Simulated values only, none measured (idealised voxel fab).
Name of the process module below: voxel fin reveal
Cross-sectional view cut (width: 170 nm; square cell size: 5 nm).
Reading order for cross-sections: top band down to bottom band. Underlying form: a grid of square cells. Band size: one or more rows of cells.
For a band, the entry starts with two heights in nm, that of the top and then that of the bottom, and carries on with the band's materials in order from left to right, each alongside its width in nm; the word "edge to edge" beside a single material means it fills the band edge to edge, and "air" means empty space.
Counting heights begins at 0, where everything beneath is, in the wafer as received, one material. The lowest band has no bottom; it goes on downwards, as "top 0, no bottom" shows.
Width: "30..40" (first number = top row, second number = bottom row, same change from row to row of cells).
A step reported as "no alteration" is a step in which no cell of the cross-section changed.
"Sealed internal cavities" means: voids of 8 cells or more that are shut off from the top with no open way through. Written width x height at distance, distance from the left edge, in nm.
The remark found on a step's line after its settings is issued by the simulator itself and pertains to that step.
overlay nm: where the mask lay relative to plan, measured to the right, on steps with a mask; negatives go left.
Steps planned for the process
- 1: RECEIVE (material Si)
- 2: CONFORMAL_DEP (material SiN; thk nm 5)
- 3: MASKED_ETCH (tone cover; mask id FINS; width nm 15; pitch nm 35; etch materials SiN; depth nm 5; overlay nm 0)
- 4: MASKED_ETCH (tone cover; mask id FINS; width nm 15; pitch nm 35; etch materials Si; depth nm 30; overlay nm 0)
- 5: OXIDIZE (depth nm 5)
- 6: FILL_DEP (material SiO2; thk nm 5)
- 7: CMP (height nm 5)
- 8: SELECTIVE_ETCH (etch materials SiO2; depth nm 20)
- 9: STRIP (etch materials SiN)
- 10: CONFORMAL_DEP (material SiO2; thk nm 5)
Incoming wafer, cross-sectional view, post step 1
	top 0, no bottom: Si edge to edge
	Sealed internal cavities: none
Module complete - cross-section of the first of two wafers, run according to plan
	top 5, bottom 0: 25 nm air / 15 nm SiO2 / 20 nm air / 15 nm SiO2 / 20 nm air / 15 nm SiO2 / 20 nm air / 15 nm SiO2 / 25 nm air
	top 0, bottom -10: 25 nm air / 5 nm SiO2 / 5 nm Si / 5 nm SiO2 / 20 nm air / 5 nm SiO2 / 5 nm Si / 5 nm SiO2 / 20 nm air / 5 nm SiO2 / 5 nm Si / 5 nm SiO2 / 20 nm air / 5 nm SiO2 / 5 nm Si / 5 nm SiO2 / 25 nm air
	top -10, bottom -35: 30 nm SiO2 / 5 nm Si / 30 nm SiO2 / 5 nm Si / 30 nm SiO2 / 5 nm Si / 30 nm SiO2 / 5 nm Si / 30 nm SiO2
	top -35, no bottom: Si edge to edge
	Sealed internal cavities: none
Wafer two, sectioned after the module: the first wafer's start, the first wafer's plan, and one mistake in how it was run
	top 10, bottom 5: 20 nm air / 25 nm SiO2 / 10 nm air / 25 nm SiO2 / 10 nm air / 25 nm SiO2 / 10 nm air / 25 nm SiO2 / 20 nm air
	top 5, bottom 0: 20 nm air / 5 nm SiO2 / 15 nm SiN / 5 nm SiO2 / 10 nm air / 5 nm SiO2 / 15 nm SiN / 5 nm SiO2 / 10 nm air / 5 nm SiO2 / 15 nm SiN / 5 nm SiO2 / 10 nm air / 5 nm SiO2 / 15 nm SiN / 5 nm SiO2 / 20 nm air
	top 0, bottom -5: 20 nm air / 10 nm SiO2 / 5 nm Si / 10 nm SiO2 / 10 nm air / 10 nm SiO2 / 5 nm Si / 10 nm SiO2 / 10 nm air / 10 nm SiO2 / 5 nm Si / 10 nm SiO2 / 10 nm air / 10 nm SiO2 / 5 nm Si / 10 nm SiO2 / 20 nm air
	top -5, bottom -30: 25 nm air / 5 nm SiO2 / 5 nm Si / 5 nm SiO2 / 20 nm air / 5 nm SiO2 / 5 nm Si / 5 nm SiO2 / 20 nm air / 5 nm SiO2 / 5 nm Si / 5 nm SiO2 / 20 nm air / 5 nm SiO2 / 5 nm Si / 5 nm SiO2 / 25 nm air
	top -30, bottom -35: 30 nm SiO2 / 5 nm Si / 30 nm SiO2 / 5 nm Si / 30 nm SiO2 / 5 nm Si / 30 nm SiO2 / 5 nm Si / 30 nm SiO2
	top -35, no bottom: Si edge to edge
	Sealed internal cavities: none
What was the processing mistake? step 9: run off-plan, actual operation and settings STRIP (etch materials SiO2)
Count the cells at the end and the second wafer has more or fewer of some materials than the first: SiN: 12 more; SiO2: 64 fewer
